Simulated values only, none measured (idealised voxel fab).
Process module in this document: voxel transistor to metal
Square cells of 5 nm make up the cross-section cut, whose width is 195 nm.
A cross-section in this document is a grid of square cells, and it is written down as bands, the top band listed before the ones below it; a band is made up of one or more rows of cells.
Band: top height; bottom height; in nm. Then, left to right: material with width in nm, for each material. "throughout": a single material spanning edge to edge. "air": empty space.
Ref level 0: as-received wafer is one material below here. Bottom band extends down with no lower bound ("top 0, no bottom").
A two-number width, for instance "30->40", indicates that the width is equal to the first number in the top row of the band and to the second number in the bottom row, and that it changes by a constant amount per row of cells.
"remained unchanged" for a step: no cell of the cross-section changed in that step.
"Enclosed cavity list": sealed empty spaces, 8 cells or more, no open way to top, listed width x height at distance, with distance from the left edge and width, height and distance in nm.
Heads up: the bit after the settings on a step's line is the simulator's remark on that step.
A step's line can hold "overlay nm"; with a mask on that step, the setting says how far right of the planned place the mask lay, while a negative setting says it lay to the left.

Plan
1. RECEIVE (material Si)
2. OXIDIZE (depth nm 5)
3. CONFORMAL_DEP (material SiN; thk nm 10)
4. DIRECTIONAL_DEP (material aC; thk nm 10)
5. PATTERN (tone cover; mask id ACTIVE; material resist; width nm 105; thk nm 25; overlay nm 0)
6. DIRECTIONAL_ETCH (etch materials aC; depth nm 10)
7. STRIP (etch materials resist)
8. DIRECTIONAL_ETCH (etch materials SiN; depth nm 10)
9. DIRECTIONAL_ETCH (etch materials SiO2; depth nm 5)
10. DIRECTIONAL_ETCH (etch materials Si; depth nm 35)
11. STRIP (etch materials aC)
12. OXIDIZE (depth nm 5)
13. FILL_DEP (material SiO2; thk nm 15)
14. CMP (height nm 10)
15. SELECTIVE_ETCH (etch materials SiO2; depth nm 10)
16. STRIP (etch materials SiN)
17. SELECTIVE_ETCH (etch materials SiO2; depth nm 5)
18. OXIDIZE (depth nm 5)
19. DIRECTIONAL_DEP (material polySi; thk nm 30)
20. DIRECTIONAL_DEP (material SiCN; thk nm 10)
21. DIRECTIONAL_DEP (material aC; thk nm 15)
22. PATTERN (tone cover; mask id GATE; material resist; width nm 35; thk nm 35; overlay nm 0)
23. DIRECTIONAL_ETCH (etch materials aC; depth nm 15)
24. STRIP (etch materials resist)
25. DIRECTIONAL_ETCH (etch materials SiCN; depth nm 20)
26. DIRECTIONAL_ETCH (etch materials polySi; depth nm 40)
27. STRIP (etch materials aC)
28. CONFORMAL_DEP (material SiO2; thk nm 5)
29. DIRECTIONAL_ETCH (etch materials SiO2; depth nm 5)
30. CONFORMAL_DEP (material SiN; thk nm 5)
31. DIRECTIONAL_ETCH (etch materials SiN; depth nm 5)
32. DIRECTIONAL_ETCH (etch materials SiO2; depth nm 5)
33. DIRECTIONAL_ETCH (etch materials Si; depth nm 5)
34. EPI (material nSi; thk nm 10)
35. FILL_DEP (material SiO2; thk nm 10)
36. CMP (height nm 25)
37. STRIP (etch materials polySi)
38. SELECTIVE_ETCH (etch materials SiO2; depth nm 5)
39. CONFORMAL_DEP (material HfO2; thk nm 5)
40. CONFORMAL_DEP (material TiN; thk nm 5)
41. FILL_DEP (material W; thk nm 5)
42. CMP (height nm 20)
43. DIRECTIONAL_DEP (material SiO2; thk nm 10)
44. PATTERN (tone open; mask id CONTACT; material resist; width nm 15; pitch nm 80; thk nm 15; overlay nm 0)
45. DIRECTIONAL_ETCH (etch materials SiO2; depth nm 35)
46. STRIP (etch materials resist)
47. CONFORMAL_DEP (material TiN; thk nm 5)
48. FILL_DEP (material W; thk nm 10)
49. CMP (height nm 30)
50. DIRECTIONAL_DEP (material TiN; thk nm 5)
51. DIRECTIONAL_DEP (material Ru; thk nm 20)
52. PATTERN (tone cover; mask id METAL_1; material resist; width nm 15; pitch nm 80; thk nm 15; overlay nm 0)
53. DIRECTIONAL_ETCH (etch materials Ru; depth nm 20)
54. DIRECTIONAL_ETCH (etch materials TiN; depth nm 5)
55. STRIP (etch materials resist)
56. FILL_DEP (material lowk; thk nm 5)
57. CMP (height nm 55)
58. CONFORMAL_DEP (material SiCN; thk nm 5)
59. DIRECTIONAL_DEP (material SiO2; thk nm 35)
60. PATTERN (tone open; mask id METAL_2; material resist; width nm 15; pitch nm 80; thk nm 15; overlay nm 0)
61. DIRECTIONAL_ETCH (etch materials SiO2; depth nm 20)
62. STRIP (etch materials resist)
63. PATTERN (tone open; mask id METAL_2_HOLES; material resist; width nm 15; pitch nm 80; thk nm 15; overlay nm 0)
64. DIRECTIONAL_ETCH (etch materials SiO2; depth nm 15)
65. DIRECTIONAL_ETCH (etch materials SiCN; depth nm 5)
66. STRIP (etch materials resist)
67. CONFORMAL_DEP (material TiN; thk nm 5)
68. FILL_DEP (material Cu; thk nm 10)
69. CMP (height nm 95)
70. CONFORMAL_DEP (material SiCN; thk nm 5)

Run as planned: first of two wafers

Cross-section of the wafer upon arrival, representing the state reached after step 1
	top 0, no bottom | Si throughout
	Enclosed cavity list: none

You're looking at a cross-section of the wafer after step 2
	top 0, bottom -5 | SiO2 throughout
	Note: structure below -5 unchanged.

You're looking at a cross-section of the wafer after step 3
	top 10, bottom 0 | SiN throughout
	Note: structure below 0 unchanged.

You're looking at a cross-section of the wafer after step 4
	top 20, bottom 10 | aC throughout
	Note: structure below 10 unchanged.

You're looking at a cross-section of the wafer after step 5
	top 45, bottom 20 | 45 of air; 105 of resist; 45 of air
	Note: structure below 20 unchanged.

You're looking at a cross-section of the wafer after step 6
	top 35, bottom 20 | 45 of air; 105 of resist; 45 of air
	top 20, bottom 10 | 45 of air; 105 of aC; 45 of air
	Note: structure below 10 unchanged.

You're looking at a cross-section of the wafer after step 7
	top 20, bottom 10 | 45 of air; 105 of aC; 45 of air
	Note: structure below 10 unchanged.

You're looking at a cross-section of the wafer after step 8
	top 20, bottom 10 | 45 of air; 105 of aC; 45 of air
	top 10, bottom 0 | 45 of air; 105 of SiN; 45 of air
	Note: structure below 0 unchanged.

You're looking at a cross-section of the wafer after step 9
	top 20, bottom 10 | 45 of air; 105 of aC; 45 of air
	top 10, bottom 0 | 45 of air; 105 of SiN; 45 of air
	top 0, bottom -5 | 45 of air; 105 of SiO2; 45 of air
	Note: structure below -5 unchanged.

You're looking at a cross-section of the wafer after step 10
	top 20, bottom 10 | 45 of air; 105 of aC; 45 of air
	top 10, bottom 0 | 45 of air; 105 of SiN; 45 of air
	top 0, bottom -5 | 45 of air; 105 of SiO2; 45 of air
	top -5, bottom -40 | 45 of air; 105 of Si; 45 of air
	Note: structure below -40 unchanged.

You're looking at a cross-section of the wafer after step 11
	top 10, bottom 0 | 45 of air; 105 of SiN; 45 of air
	Note: structure below 0 unchanged.

You're looking at a cross-section of the wafer after step 12
	top 10, bottom 0 | 45 of air; 105 of SiN; 45 of air
	top 0, bottom -5 | 45 of air; 105 of SiO2; 45 of air
	top -5, bottom -40 | 45 of air; 5 of SiO2; 95 of Si; 5 of SiO2; 45 of air
	top -40, bottom -45 | 50 of SiO2; 95 of Si; 50 of SiO2
	Note: structure below -45 unchanged.

You're looking at a cross-section of the wafer after step 13
	top 25, bottom 10 | SiO2 throughout
	top 10, bottom 0 | 45 of SiO2; 105 of SiN; 45 of SiO2
	top 0, bottom -5 | SiO2 throughout
	top -5, bottom -45 | 50 of SiO2; 95 of Si; 50 of SiO2
	Note: structure below -45 unchanged.

You're looking at a cross-section of the wafer after step 14
	top 10, bottom 0 | 45 of SiO2; 105 of SiN; 45 of SiO2
	Note: structure below 0 unchanged.

You're looking at a cross-section of the wafer after step 15
	top 10, bottom 0 | 45 of air; 105 of SiN; 45 of air
	Note: structure below 0 unchanged.

You're looking at a cross-section of the wafer after step 16
	top 0, bottom -5 | SiO2 throughout
	Note: structure below -5 unchanged.

You're looking at a cross-section of the wafer after step 17
	top -5, bottom -45 | 50 of SiO2; 95 of Si; 50 of SiO2
	Note: structure below -45 unchanged.

You're looking at a cross-section of the wafer after step 18
	top -5, bottom -10 | SiO2 throughout
	Note: structure below -10 unchanged.

You're looking at a cross-section of the wafer after step 19
	top 25, bottom -5 | polySi throughout
	Note: structure below -5 unchanged.

You're looking at a cross-section of the wafer after step 20
	top 35, bottom 25 | SiCN throughout
	Note: structure below 25 unchanged.

You're looking at a cross-section of the wafer after step 21
	top 50, bottom 35 | aC throughout
	Note: structure below 35 unchanged.

You're looking at a cross-section of the wafer after step 22
	top 85, bottom 50 | 80 of air; 35 of resist; 80 of air
	Note: structure below 50 unchanged.

You're looking at a cross-section of the wafer after step 23
	top 70, bottom 50 | 80 of air; 35 of resist; 80 of air
	top 50, bottom 35 | 80 of air; 35 of aC; 80 of air
	Note: structure below 35 unchanged.

You're looking at a cross-section of the wafer after step 24
	top 50, bottom 35 | 80 of air; 35 of aC; 80 of air
	Note: structure below 35 unchanged.

You're looking at a cross-section of the wafer after step 25
	top 50, bottom 35 | 80 of air; 35 of aC; 80 of air
	top 35, bottom 25 | 80 of air; 35 of SiCN; 80 of air
	Note: structure below 25 unchanged.

You're looking at a cross-section of the wafer after step 26
	top 50, bottom 35 | 80 of air; 35 of aC; 80 of air
	top 35, bottom 25 | 80 of air; 35 of SiCN; 80 of air
	top 25, bottom -5 | 80 of air; 35 of polySi; 80 of air
	Note: structure below -5 unchanged.

You're looking at a cross-section of the wafer after step 27
	top 35, bottom 25 | 80 of air; 35 of SiCN; 80 of air
	Note: structure below 25 unchanged.

You're looking at a cross-section of the wafer after step 28
	top 40, bottom 35 | 75 of air; 45 of SiO2; 75 of air
	top 35, bottom 25 | 75 of air; 5 of SiO2; 35 of SiCN; 5 of SiO2; 75 of air
	top 25, bottom 0 | 75 of air; 5 of SiO2; 35 of polySi; 5 of SiO2; 75 of air
	top 0, bottom -5 | 80 of SiO2; 35 of polySi; 80 of SiO2
	Note: structure below -5 unchanged.

You're looking at a cross-section of the wafer after step 29
	top 35, bottom 25 | 75 of air; 5 of SiO2; 35 of SiCN; 5 of SiO2; 75 of air
	top 25, bottom -5 | 75 of air; 5 of SiO2; 35 of polySi; 5 of SiO2; 75 of air
	Note: structure below -5 unchanged.

You're looking at a cross-section of the wafer after step 30
	top 40, bottom 35 | 70 of air; 55 of SiN; 70 of air
	top 35, bottom 25 | 70 of air; 5 of SiN; 5 of SiO2; 35 of SiCN; 5 of SiO2; 5 of SiN; 70 of air
	top 25, bottom 0 | 70 of air; 5 of SiN; 5 of SiO2; 35 of polySi; 5 of SiO2; 5 of SiN; 70 of air
	top 0, bottom -5 | 75 of SiN; 5 of SiO2; 35 of polySi; 5 of SiO2; 75 of SiN
	Note: structure below -5 unchanged.

You're looking at a cross-section of the wafer after step 31
	top 35, bottom 25 | 70 of air; 5 of SiN; 5 of SiO2; 35 of SiCN; 5 of SiO2; 5 of SiN; 70 of air
	top 25, bottom -5 | 70 of air; 5 of SiN; 5 of SiO2; 35 of polySi; 5 of SiO2; 5 of SiN; 70 of air
	Note: structure below -5 unchanged.

You're looking at a cross-section of the wafer after step 32
	top 35, bottom 30 | 70 of air; 5 of SiN; 5 of air; 35 of SiCN; 5 of air; 5 of SiN; 70 of air
	top 30, bottom 25 | 70 of air; 5 of SiN; 5 of SiO2; 35 of SiCN; 5 of SiO2; 5 of SiN; 70 of air
	top 25, bottom -5 | 70 of air; 5 of SiN; 5 of SiO2; 35 of polySi; 5 of SiO2; 5 of SiN; 70 of air
	top -5, bottom -10 | 70 of air; 55 of SiO2; 70 of air
	Note: structure below -10 unchanged.

You're looking at a cross-section of the wafer after step 33
	top 35, bottom 30 | 70 of air; 5 of SiN; 5 of air; 35 of SiCN; 5 of air; 5 of SiN; 70 of air
	top 30, bottom 25 | 70 of air; 5 of SiN; 5 of SiO2; 35 of SiCN; 5 of SiO2; 5 of SiN; 70 of air
	top 25, bottom -5 | 70 of air; 5 of SiN; 5 of SiO2; 35 of polySi; 5 of SiO2; 5 of SiN; 70 of air
	top -5, bottom -10 | 70 of air; 55 of SiO2; 70 of air
	top -10, bottom -15 | 50 of SiO2; 20 of air; 55 of Si; 20 of air; 50 of SiO2
	Note: structure below -15 unchanged.

You're looking at a cross-section of the wafer after step 34
	top 35, bottom 30 | 70 of air; 5 of SiN; 5 of air; 35 of SiCN; 5 of air; 5 of SiN; 70 of air
	top 30, bottom 25 | 70 of air; 5 of SiN; 5 of SiO2; 35 of SiCN; 5 of SiO2; 5 of SiN; 70 of air
	top 25, bottom 0 | 70 of air; 5 of SiN; 5 of SiO2; 35 of polySi; 5 of SiO2; 5 of SiN; 70 of air
	top 0, bottom -5 | 60 of air; 10 of nSi; 5 of SiN; 5 of SiO2; 35 of polySi; 5 of SiO2; 5 of SiN; 10 of nSi; 60 of air
	top -5, bottom -10 | 45 of air; 25 of nSi; 55 of SiO2; 25 of nSi; 45 of air
	top -10, bottom -15 | 50 of SiO2; 20 of nSi; 55 of Si; 20 of nSi; 50 of SiO2
	Note: structure below -15 unchanged.

You're looking at a cross-section of the wafer after step 35
	top 45, bottom 35 | SiO2 throughout
	top 35, bottom 25 | 70 of SiO2; 5 of SiN; 5 of SiO2; 35 of SiCN; 5 of SiO2; 5 of SiN; 70 of SiO2
	top 25, bottom 0 | 70 of SiO2; 5 of SiN; 5 of SiO2; 35 of polySi; 5 of SiO2; 5 of SiN; 70 of SiO2
	top 0, bottom -5 | 60 of SiO2; 10 of nSi; 5 of SiN; 5 of SiO2; 35 of polySi; 5 of SiO2; 5 of SiN; 10 of nSi; 60 of SiO2
	top -5, bottom -10 | 45 of SiO2; 25 of nSi; 55 of SiO2; 25 of nSi; 45 of SiO2
	Note: structure below -10 unchanged.

You're looking at a cross-section of the wafer after step 36
	top 25, bottom 0 | 70 of SiO2; 5 of SiN; 5 of SiO2; 35 of polySi; 5 of SiO2; 5 of SiN; 70 of SiO2
	Note: structure below 0 unchanged.

You're looking at a cross-section of the wafer after step 37
	top 25, bottom 0 | 70 of SiO2; 5 of SiN; 5 of SiO2; 35 of air; 5 of SiO2; 5 of SiN; 70 of SiO2
	top 0, bottom -5 | 60 of SiO2; 10 of nSi; 5 of SiN; 5 of SiO2; 35 of air; 5 of SiO2; 5 of SiN; 10 of nSi; 60 of SiO2
	Note: structure below -5 unchanged.

You're looking at a cross-section of the wafer after step 38
	top 25, bottom 20 | 70 of air; 5 of SiN; 45 of air; 5 of SiN; 70 of air
	top 20, bottom 0 | 70 of SiO2; 5 of SiN; 45 of air; 5 of SiN; 70 of SiO2
	top 0, bottom -5 | 60 of SiO2; 10 of nSi; 5 of SiN; 45 of air; 5 of SiN; 10 of nSi; 60 of SiO2
	top -5, bottom -10 | 45 of SiO2; 25 of nSi; 5 of SiO2; 45 of air; 5 of SiO2; 25 of nSi; 45 of SiO2
	Note: structure below -10 unchanged.

You're looking at a cross-section of the wafer after step 39
	top 30, bottom 25 | 65 of air; 15 of HfO2; 35 of air; 15 of HfO2; 65 of air
	top 25, bottom 20 | 70 of HfO2; 5 of SiN; 5 of HfO2; 35 of air; 5 of HfO2; 5 of SiN; 70 of HfO2
	top 20, bottom 0 | 70 of SiO2; 5 of SiN; 5 of HfO2; 35 of air; 5 of HfO2; 5 of SiN; 70 of SiO2
	top 0, bottom -5 | 60 of SiO2; 10 of nSi; 5 of SiN; 5 of HfO2; 35 of air; 5 of HfO2; 5 of SiN; 10 of nSi; 60 of SiO2
	top -5, bottom -10 | 45 of SiO2; 25 of nSi; 5 of SiO2; 45 of HfO2; 5 of SiO2; 25 of nSi; 45 of SiO2
	Note: structure below -10 unchanged.

You're looking at a cross-section of the wafer after step 40
	top 35, bottom 30 | 60 of air; 25 of TiN; 25 of air; 25 of TiN; 60 of air
	top 30, bottom 25 | 65 of TiN; 15 of HfO2; 5 of TiN; 25 of air; 5 of TiN; 15 of HfO2; 65 of TiN
	top 25, bottom 20 | 70 of HfO2; 5 of SiN; 5 of HfO2; 5 of TiN; 25 of air; 5 of TiN; 5 of HfO2; 5 of SiN; 70 of HfO2
	top 20, bottom 0 | 70 of SiO2; 5 of SiN; 5 of HfO2; 5 of TiN; 25 of air; 5 of TiN; 5 of HfO2; 5 of SiN; 70 of SiO2
	top 0, bottom -5 | 60 of SiO2; 10 of nSi; 5 of SiN; 5 of HfO2; 35 of TiN; 5 of HfO2; 5 of SiN; 10 of nSi; 60 of SiO2
	Note: structure below -5 unchanged.

You're looking at a cross-section of the wafer after step 41
	top 40, bottom 35 | W throughout
	top 35, bottom 30 | 60 of W; 25 of TiN; 25 of W; 25 of TiN; 60 of W
	top 30, bottom 25 | 65 of TiN; 15 of HfO2; 5 of TiN; 25 of W; 5 of TiN; 15 of HfO2; 65 of TiN
	top 25, bottom 20 | 70 of HfO2; 5 of SiN; 5 of HfO2; 5 of TiN; 25 of W; 5 of TiN; 5 of HfO2; 5 of SiN; 70 of HfO2
	top 20, bottom 0 | 70 of SiO2; 5 of SiN; 5 of HfO2; 5 of TiN; 25 of W; 5 of TiN; 5 of HfO2; 5 of SiN; 70 of SiO2
	Note: structure below 0 unchanged.

You're looking at a cross-section of the wafer after step 42
	top 20, bottom 0 | 70 of SiO2; 5 of SiN; 5 of HfO2; 5 of TiN; 25 of W; 5 of TiN; 5 of HfO2; 5 of SiN; 70 of SiO2
	Note: structure below 0 unchanged.

You're looking at a cross-section of the wafer after step 43
	top 30, bottom 20 | SiO2 throughout
	Note: structure below 20 unchanged.

You're looking at a cross-section of the wafer after step 44
	top 45, bottom 30 | 50 of resist; 15 of air; 65 of resist; 15 of air; 50 of resist
	Note: structure below 30 unchanged.

You're looking at a cross-section of the wafer after step 45
	top 45, bottom 30 | 50 of resist; 15 of air; 65 of resist; 15 of air; 50 of resist
	top 30, bottom 20 | 50 of SiO2; 15 of air; 65 of SiO2; 15 of air; 50 of SiO2
	top 20, bottom 0 | 50 of SiO2; 15 of air; 5 of SiO2; 5 of SiN; 5 of HfO2; 5 of TiN; 25 of W; 5 of TiN; 5 of HfO2; 5 of SiN; 5 of SiO2; 15 of air; 50 of SiO2
	top 0, bottom -5 | 50 of SiO2; 10 of air; 10 of nSi; 5 of SiN; 5 of HfO2; 35 of TiN; 5 of HfO2; 5 of SiN; 10 of nSi; 10 of air; 50 of SiO2
	Note: structure below -5 unchanged.

You're looking at a cross-section of the wafer after step 46
	top 30, bottom 20 | 50 of SiO2; 15 of air; 65 of SiO2; 15 of air; 50 of SiO2
	Note: structure below 20 unchanged.

You're looking at a cross-section of the wafer after step 47
	top 35, bottom 30 | 55 of TiN; 5 of air; 75 of TiN; 5 of air; 55 of TiN
	top 30, bottom 20 | 50 of SiO2; 5 of TiN; 5 of air; 5 of TiN; 65 of SiO2; 5 of TiN; 5 of air; 5 of TiN; 50 of SiO2
	top 20, bottom 5 | 50 of SiO2; 5 of TiN; 5 of air; 5 of TiN; 5 of SiO2; 5 of SiN; 5 of HfO2; 5 of TiN; 25 of W; 5 of TiN; 5 of HfO2; 5 of SiN; 5 of SiO2; 5 of TiN; 5 of air; 5 of TiN; 50 of SiO2
	top 5, bottom 0 | 50 of SiO2; 15 of TiN; 5 of SiO2; 5 of SiN; 5 of HfO2; 5 of TiN; 25 of W; 5 of TiN; 5 of HfO2; 5 of SiN; 5 of SiO2; 15 of TiN; 50 of SiO2
	top 0, bottom -5 | 50 of SiO2; 10 of TiN; 10 of nSi; 5 of SiN; 5 of HfO2; 35 of TiN; 5 of HfO2; 5 of SiN; 10 of nSi; 10 of TiN; 50 of SiO2
	Note: structure below -5 unchanged.

You're looking at a cross-section of the wafer after step 48
	top 45, bottom 35 | W throughout
	top 35, bottom 30 | 55 of TiN; 5 of W; 75 of TiN; 5 of W; 55 of TiN
	top 30, bottom 20 | 50 of SiO2; 5 of TiN; 5 of W; 5 of TiN; 65 of SiO2; 5 of TiN; 5 of W; 5 of TiN; 50 of SiO2
	top 20, bottom 5 | 50 of SiO2; 5 of TiN; 5 of W; 5 of TiN; 5 of SiO2; 5 of SiN; 5 of HfO2; 5 of TiN; 25 of W; 5 of TiN; 5 of HfO2; 5 of SiN; 5 of SiO2; 5 of TiN; 5 of W; 5 of TiN; 50 of SiO2
	Note: structure below 5 unchanged.

You're looking at a cross-section of the wafer after step 49
	top 30, bottom 20 | 50 of SiO2; 5 of TiN; 5 of W; 5 of TiN; 65 of SiO2; 5 of TiN; 5 of W; 5 of TiN; 50 of SiO2
	Note: structure below 20 unchanged.

You're looking at a cross-section of the wafer after step 50
	top 35, bottom 30 | TiN throughout
	Note: structure below 30 unchanged.

You're looking at a cross-section of the wafer after step 51
	top 55, bottom 35 | Ru throughout
	Note: structure below 35 unchanged.

You're looking at a cross-section of the wafer after step 52
	top 70, bottom 55 | 50 of air; 15 of resist; 65 of air; 15 of resist; 50 of air
	Note: structure below 55 unchanged.

You're looking at a cross-section of the wafer after step 53
	top 70, bottom 55 | 50 of air; 15 of resist; 65 of air; 15 of resist; 50 of air
	top 55, bottom 35 | 50 of air; 15 of Ru; 65 of air; 15 of Ru; 50 of air
	Note: structure below 35 unchanged.

You're looking at a cross-section of the wafer after step 54
	top 70, bottom 55 | 50 of air; 15 of resist; 65 of air; 15 of resist; 50 of air
	top 55, bottom 35 | 50 of air; 15 of Ru; 65 of air; 15 of Ru; 50 of air
	top 35, bottom 30 | 50 of air; 15 of TiN; 65 of air; 15 of TiN; 50 of air
	Note: structure below 30 unchanged.

You're looking at a cross-section of the wafer after step 55
	top 55, bottom 35 | 50 of air; 15 of Ru; 65 of air; 15 of Ru; 50 of air
	Note: structure below 35 unchanged.

You're looking at a cross-section of the wafer after step 56
	top 60, bottom 55 | lowk throughout
	top 55, bottom 35 | 50 of lowk; 15 of Ru; 65 of lowk; 15 of Ru; 50 of lowk
	top 35, bottom 30 | 50 of lowk; 15 of TiN; 65 of lowk; 15 of TiN; 50 of lowk
	Note: structure below 30 unchanged.

You're looking at a cross-section of the wafer after step 57
	top 55, bottom 35 | 50 of lowk; 15 of Ru; 65 of lowk; 15 of Ru; 50 of lowk
	Note: structure below 35 unchanged.

You're looking at a cross-section of the wafer after step 58
	top 60, bottom 55 | SiCN throughout
	Note: structure below 55 unchanged.

You're looking at a cross-section of the wafer after step 59
	top 95, bottom 60 | SiO2 throughout
	Note: structure below 60 unchanged.

You're looking at a cross-section of the wafer after step 60
	top 110, bottom 95 | 50 of resist; 15 of air; 65 of resist; 15 of air; 50 of resist
	Note: structure below 95 unchanged.

You're looking at a cross-section of the wafer after step 61
	top 110, bottom 95 | 50 of resist; 15 of air; 65 of resist; 15 of air; 50 of resist
	top 95, bottom 75 | 50 of SiO2; 15 of air; 65 of SiO2; 15 of air; 50 of SiO2
	Note: structure below 75 unchanged.

You're looking at a cross-section of the wafer after step 62
	top 95, bottom 75 | 50 of SiO2; 15 of air; 65 of SiO2; 15 of air; 50 of SiO2
	Note: structure below 75 unchanged.

You're looking at a cross-section of the wafer after step 63
	top 110, bottom 95 | 50 of resist; 15 of air; 65 of resist; 15 of air; 50 of resist
	Note: structure below 95 unchanged.

You're looking at a cross-section of the wafer after step 64
	top 110, bottom 95 | 50 of resist; 15 of air; 65 of resist; 15 of air; 50 of resist
	top 95, bottom 60 | 50 of SiO2; 15 of air; 65 of SiO2; 15 of air; 50 of SiO2
	Note: structure below 60 unchanged.

You're looking at a cross-section of the wafer after step 65
	top 110, bottom 95 | 50 of resist; 15 of air; 65 of resist; 15 of air; 50 of resist
	top 95, bottom 60 | 50 of SiO2; 15 of air; 65 of SiO2; 15 of air; 50 of SiO2
	top 60, bottom 55 | 50 of SiCN; 15 of air; 65 of SiCN; 15 of air; 50 of SiCN
	Note: structure below 55 unchanged.

You're looking at a cross-section of the wafer after step 66
	top 95, bottom 60 | 50 of SiO2; 15 of air; 65 of SiO2; 15 of air; 50 of SiO2
	Note: structure below 60 unchanged.

You're looking at a cross-section of the wafer after step 67
	top 100, bottom 95 | 55 of TiN; 5 of air; 75 of TiN; 5 of air; 55 of TiN
	top 95, bottom 60 | 50 of SiO2; 5 of TiN; 5 of air; 5 of TiN; 65 of SiO2; 5 of TiN; 5 of air; 5 of TiN; 50 of SiO2
	top 60, bottom 55 | 50 of SiCN; 15 of TiN; 65 of SiCN; 15 of TiN; 50 of SiCN
	Note: structure below 55 unchanged.

You're looking at a cross-section of the wafer after step 68
	top 110, bottom 100 | Cu throughout
	top 100, bottom 95 | 55 of TiN; 5 of Cu; 75 of TiN; 5 of Cu; 55 of TiN
	top 95, bottom 60 | 50 of SiO2; 5 of TiN; 5 of Cu; 5 of TiN; 65 of SiO2; 5 of TiN; 5 of Cu; 5 of TiN; 50 of SiO2
	Note: structure below 60 unchanged.

You're looking at a cross-section of the wafer after step 69
	top 95, bottom 60 | 50 of SiO2; 5 of TiN; 5 of Cu; 5 of TiN; 65 of SiO2; 5 of TiN; 5 of Cu; 5 of TiN; 50 of SiO2
	Note: structure below 60 unchanged.

You're looking at a cross-section of the wafer after step 70
	top 100, bottom 95 | SiCN throughout
	Note: structure below 95 unchanged.

For the second wafer, take the first wafer's start and plan, then add one mistake made in running it; everything through step 49, that step included, is shared with the first

Second wafer, cut view, end of step 50 per plan
	top 45, bottom 30 | TiN throughout
	Note: structure below 30 unchanged.

Second wafer, cut view, end of step 51 per plan
	top 65, bottom 45 | Ru throughout
	Note: structure below 45 unchanged.

Second wafer, cut view, end of step 52 per plan
	top 80, bottom 65 | 50 of air; 15 of resist; 65 of air; 15 of resist; 50 of air
	Note: structure below 65 unchanged.

Second wafer, cut view, end of step 53 per plan
	top 80, bottom 65 | 50 of air; 15 of resist; 65 of air; 15 of resist; 50 of air
	top 65, bottom 45 | 50 of air; 15 of Ru; 65 of air; 15 of Ru; 50 of air
	Note: structure below 45 unchanged.

Second wafer, cut view, end of step 54 per plan
	top 80, bottom 65 | 50 of air; 15 of resist; 65 of air; 15 of resist; 50 of air
	top 65, bottom 45 | 50 of air; 15 of Ru; 65 of air; 15 of Ru; 50 of air
	top 45, bottom 40 | 50 of air; 15 of TiN; 65 of air; 15 of TiN; 50 of air
	Note: structure below 40 unchanged.

Second wafer, cut view, end of step 55 per plan
	top 65, bottom 45 | 50 of air; 15 of Ru; 65 of air; 15 of Ru; 50 of air
	Note: structure below 45 unchanged.

Second wafer, cut view, end of step 56 per plan
	top 70, bottom 65 | lowk throughout
	top 65, bottom 45 | 50 of lowk; 15 of Ru; 65 of lowk; 15 of Ru; 50 of lowk
	top 45, bottom 40 | 50 of lowk; 15 of TiN; 65 of lowk; 15 of TiN; 50 of lowk
	Note: structure below 40 unchanged.

Second wafer, cut view, end of step 57 per plan
	top 55, bottom 45 | 50 of lowk; 15 of Ru; 65 of lowk; 15 of Ru; 50 of lowk
	Note: structure below 45 unchanged.

Second wafer, cut view, end of step 58 per plan
	top 60, bottom 55 | SiCN throughout
	Note: structure below 55 unchanged.

Second wafer, cut view, end of step 59 per plan
	top 95, bottom 60 | SiO2 throughout
	Note: structure below 60 unchanged.

Second wafer, cut view, end of step 60 per plan
	top 110, bottom 95 | 50 of resist; 15 of air; 65 of resist; 15 of air; 50 of resist
	Note: structure below 95 unchanged.

Second wafer, cut view, end of step 61 per plan
	top 110, bottom 95 | 50 of resist; 15 of air; 65 of resist; 15 of air; 50 of resist
	top 95, bottom 75 | 50 of SiO2; 15 of air; 65 of SiO2; 15 of air; 50 of SiO2
	Note: structure below 75 unchanged.

Second wafer, cut view, end of step 62 per plan
	top 95, bottom 75 | 50 of SiO2; 15 of air; 65 of SiO2; 15 of air; 50 of SiO2
	Note: structure below 75 unchanged.

Second wafer, cut view, end of step 63 per plan
	top 110, bottom 95 | 50 of resist; 15 of air; 65 of resist; 15 of air; 50 of resist
	Note: structure below 95 unchanged.

Second wafer, cut view, end of step 64 per plan
	top 110, bottom 95 | 50 of resist; 15 of air; 65 of resist; 15 of air; 50 of resist
	top 95, bottom 60 | 50 of SiO2; 15 of air; 65 of SiO2; 15 of air; 50 of SiO2
	Note: structure below 60 unchanged.

Second wafer, cut view, end of step 65 per plan
	top 110, bottom 95 | 50 of resist; 15 of air; 65 of resist; 15 of air; 50 of resist
	top 95, bottom 60 | 50 of SiO2; 15 of air; 65 of SiO2; 15 of air; 50 of SiO2
	top 60, bottom 55 | 50 of SiCN; 15 of air; 65 of SiCN; 15 of air; 50 of SiCN
	Note: structure below 55 unchanged.

Second wafer, cut view, end of step 66 per plan
	top 95, bottom 60 | 50 of SiO2; 15 of air; 65 of SiO2; 15 of air; 50 of SiO2
	Note: structure below 60 unchanged.

Second wafer, cut view, end of step 67 per plan
	top 100, bottom 95 | 55 of TiN; 5 of air; 75 of TiN; 5 of air; 55 of TiN
	top 95, bottom 60 | 50 of SiO2; 5 of TiN; 5 of air; 5 of TiN; 65 of SiO2; 5 of TiN; 5 of air; 5 of TiN; 50 of SiO2
	top 60, bottom 55 | 50 of SiCN; 15 of TiN; 65 of SiCN; 15 of TiN; 50 of SiCN
	Note: structure below 55 unchanged.

Second wafer, cut view, end of step 68 per plan
	top 110, bottom 100 | Cu throughout
	top 100, bottom 95 | 55 of TiN; 5 of Cu; 75 of TiN; 5 of Cu; 55 of TiN
	top 95, bottom 60 | 50 of SiO2; 5 of TiN; 5 of Cu; 5 of TiN; 65 of SiO2; 5 of TiN; 5 of Cu; 5 of TiN; 50 of SiO2
	Note: structure below 60 unchanged.

Second wafer, cut view, end of step 69 per plan
	top 95, bottom 60 | 50 of SiO2; 5 of TiN; 5 of Cu; 5 of TiN; 65 of SiO2; 5 of TiN; 5 of Cu; 5 of TiN; 50 of SiO2
	Note: structure below 60 unchanged.

Second wafer, cut view, end of step 70 per plan
	top 100, bottom 95 | SiCN throughout
	Note: structure below 95 unchanged.
Plan not followed: step 50 ran with different settings than intended, the actual operation and settings being DIRECTIONAL_DEP (material TiN; thk nm 15)
Per the end-of-run cell counts, the second wafer holds more or fewer of some materials than the first: 12 fewer of Ru; 78 more of TiN; 66 fewer of lowk
